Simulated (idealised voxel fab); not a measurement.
process module | voxel transistor to metal
cross-section cut | 205 nm wide | cells 5 nm
A cross-section is a grid of square cells, given in bands from the top down. A band is one or more rows of cells.
Each band's line starts with the height of the band's top and of its bottom, in nm. Then come its materials from left to right, each with its width in nm. One material with "throughout" fills the band from edge to edge. "air" is empty space.
Height 0 is the level under which the wafer as received is all one material. The lowest band goes on downwards, as in "0 down".
A width such as "30 to 40" changes by the same amount from each row of cells to the next, from the band's top row to its bottom row.
"no change" after a step means that no cell of the cross-section changed.
closed voids: empty space of 8 cells or more with no open way to the top, each as width x height at its distance from the left edge, in nm
after a step's settings: what the simulator itself notes on the step
overlay nm, on a step with a mask: how far to the right of its planned place the mask lay; to the left if negative
plan
1 op RECEIVE | material Si
2 op CONFORMAL_DEP | material SiO2 | thk nm 5
3 op CONFORMAL_DEP | material SiN | thk nm 15
4 op MASKED_ETCH | tone cover | mask id ACTIVE | width nm 105 | etch materials SiN | depth nm 15 | overlay nm 0
5 op MASKED_ETCH | tone cover | mask id ACTIVE | width nm 105 | etch materials SiO2 | depth nm 5 | overlay nm 0
6 op MASKED_ETCH | tone cover | mask id ACTIVE | width nm 105 | etch materials Si | depth nm 35 | overlay nm 0
7 op FILL_DEP | material SiO2 | thk nm 15
8 op CMP | height nm 20
9 op SELECTIVE_ETCH | etch materials SiO2 | depth nm 5
10 op STRIP | etch materials SiN
11 op SELECTIVE_ETCH | etch materials SiO2 | depth nm 5
12 op OXIDIZE | depth nm 5
13 op DIRECTIONAL_DEP | material polySi | thk nm 20
14 op DIRECTIONAL_DEP | material SiCN | thk nm 15
15 op DIRECTIONAL_DEP | material aC | thk nm 10
16 op PATTERN | tone cover | mask id GATE | material resist | width nm 15 | thk nm 30 | overlay nm 0
17 op DIRECTIONAL_ETCH | etch materials aC | depth nm 10
18 op STRIP | etch materials resist
19 op DIRECTIONAL_ETCH | etch materials SiCN | depth nm 25
20 op DIRECTIONAL_ETCH | etch materials polySi | depth nm 30
21 op STRIP | etch materials aC
22 op CONFORMAL_DEP | material SiO2 | thk nm 5
23 op DIRECTIONAL_ETCH | etch materials SiO2 | depth nm 5
24 op CONFORMAL_DEP | material SiN | thk nm 5
25 op DIRECTIONAL_ETCH | etch materials SiN | depth nm 5
26 op DIRECTIONAL_ETCH | etch materials SiO2 | depth nm 5
27 op DIRECTIONAL_ETCH | etch materials Si | depth nm 15
28 op EPI | material nSi | thk nm 15
29 op FILL_DEP | material SiO2 | thk nm 5
30 op CMP | height nm 35
31 op DIRECTIONAL_DEP | material SiO2 | thk nm 15
32 op DIRECTIONAL_DEP | material aC | thk nm 15
33 op PATTERN | tone open | mask id CONTACT | material resist | width nm 35 | pitch nm 60 | thk nm 30 | overlay nm 0
34 op DIRECTIONAL_ETCH | etch materials aC | depth nm 15
35 op STRIP | etch materials resist
36 op DIRECTIONAL_ETCH | etch materials SiO2 | depth nm 40
37 op STRIP | etch materials aC
38 op CONFORMAL_DEP | material TiN | thk nm 5
39 op FILL_DEP | material Ru | thk nm 10
40 op CMP | height nm 50
41 op DIRECTIONAL_DEP | material TiN | thk nm 5
42 op DIRECTIONAL_DEP | material W | thk nm 15
43 op PATTERN | tone cover | mask id METAL_1 | material resist | width nm 20 | pitch nm 75 | thk nm 15 | overlay nm 0
44 op DIRECTIONAL_ETCH | etch materials W | depth nm 15
45 op DIRECTIONAL_ETCH | etch materials TiN | depth nm 5
46 op STRIP | etch materials resist
47 op FILL_DEP | material lowk | thk nm 5
48 op CMP | height nm 70
49 op CONFORMAL_DEP | material SiN | thk nm 5
as received, after step 1
  0 down: Si throughout
  closed voids: none
first wafer at the end, as planned
  75 to 70: SiN throughout
  70 to 55: lowk 55 | W 20 | lowk 55 | W 20 | lowk 55
  55 to 50: lowk 55 | TiN 20 | lowk 55 | TiN 20 | lowk 55
  50 to 40: SiO2 55 | TiN 5 | Ru 25 | TiN 5 | SiO2 25 | TiN 5 | Ru 25 | TiN 5 | SiO2 55
  40 to 35: SiO2 55 | TiN 5 | Ru 20 | TiN 10 | SiO2 25 | TiN 10 | Ru 20 | TiN 5 | SiO2 55
  35 to 20: SiO2 55 | TiN 5 | Ru 20 | TiN 5 | SiN 5 | SiO2 5 | SiCN 15 | SiO2 5 | SiN 5 | TiN 5 | Ru 20 | TiN 5 | SiO2 55
  20 to 15: SiO2 55 | TiN 5 | Ru 20 | TiN 5 | SiN 5 | SiO2 5 | polySi 15 | SiO2 5 | SiN 5 | TiN 5 | Ru 20 | TiN 5 | SiO2 55
  15 to 10: SiO2 55 | TiN 30 | SiN 5 | SiO2 5 | polySi 15 | SiO2 5 | SiN 5 | TiN 30 | SiO2 55
  10 to 0: SiO2 50 | SiN 5 | nSi 30 | SiN 5 | SiO2 5 | polySi 15 | SiO2 5 | SiN 5 | nSi 30 | SiN 5 | SiO2 50
  0 to -5: SiO2 55 | nSi 30 | SiO2 35 | nSi 30 | SiO2 55
  -5 to -20: SiO2 50 | Si 5 | nSi 30 | Si 35 | nSi 30 | Si 5 | SiO2 50
  -20 to -35: SiO2 50 | Si 105 | SiO2 50
  -35 down: Si throughout
  closed voids: none
second wafer at the end: like start, like plan, one mistake
  75 to 70: SiN throughout
  70 to 55: lowk 55 | W 20 | lowk 55 | W 20 | lowk 55
  55 to 50: lowk 55 | TiN 20 | lowk 55 | TiN 20 | lowk 55
  50 to 40: SiO2 55 | TiN 5 | Ru 25 | TiN 5 | SiO2 25 | TiN 5 | Ru 25 | TiN 5 | SiO2 55
  40 to 35: SiO2 55 | TiN 5 | Ru 20 | TiN 10 | SiO2 25 | TiN 10 | Ru 20 | TiN 5 | SiO2 55
  35 to 20: SiO2 55 | TiN 5 | Ru 20 | TiN 5 | SiN 5 | SiO2 5 | SiCN 15 | SiO2 5 | SiN 5 | TiN 5 | Ru 20 | TiN 5 | SiO2 55
  20 to 15: SiO2 55 | TiN 5 | Ru 20 | TiN 5 | SiN 5 | SiO2 5 | polySi 15 | SiO2 5 | SiN 5 | TiN 5 | Ru 20 | TiN 5 | SiO2 55
  15 to 10: SiO2 55 | TiN 30 | SiN 5 | SiO2 5 | polySi 15 | SiO2 5 | SiN 5 | TiN 30 | SiO2 55
  10 to 0: SiO2 50 | SiN 5 | nSi 30 | SiN 5 | SiO2 5 | polySi 15 | SiO2 5 | SiN 5 | nSi 30 | SiN 5 | SiO2 50
  0 to -5: SiO2 55 | nSi 30 | SiO2 35 | nSi 30 | SiO2 55
  -5 to -20: SiO2 50 | Si 5 | nSi 30 | Si 35 | nSi 30 | Si 5 | SiO2 50
  -20 to -25: SiO2 50 | Si 105 | SiO2 50
  -25 down: Si throughout
  closed voids: none
what went wrong: step 6 ran as: op MASKED_ETCH | tone cover | mask id ACTIVE | width nm 105 | etch materials Si | depth nm 25 | overlay nm 0
at the end the second wafer has, in cells: 40 more of Si | 40 fewer of SiO2
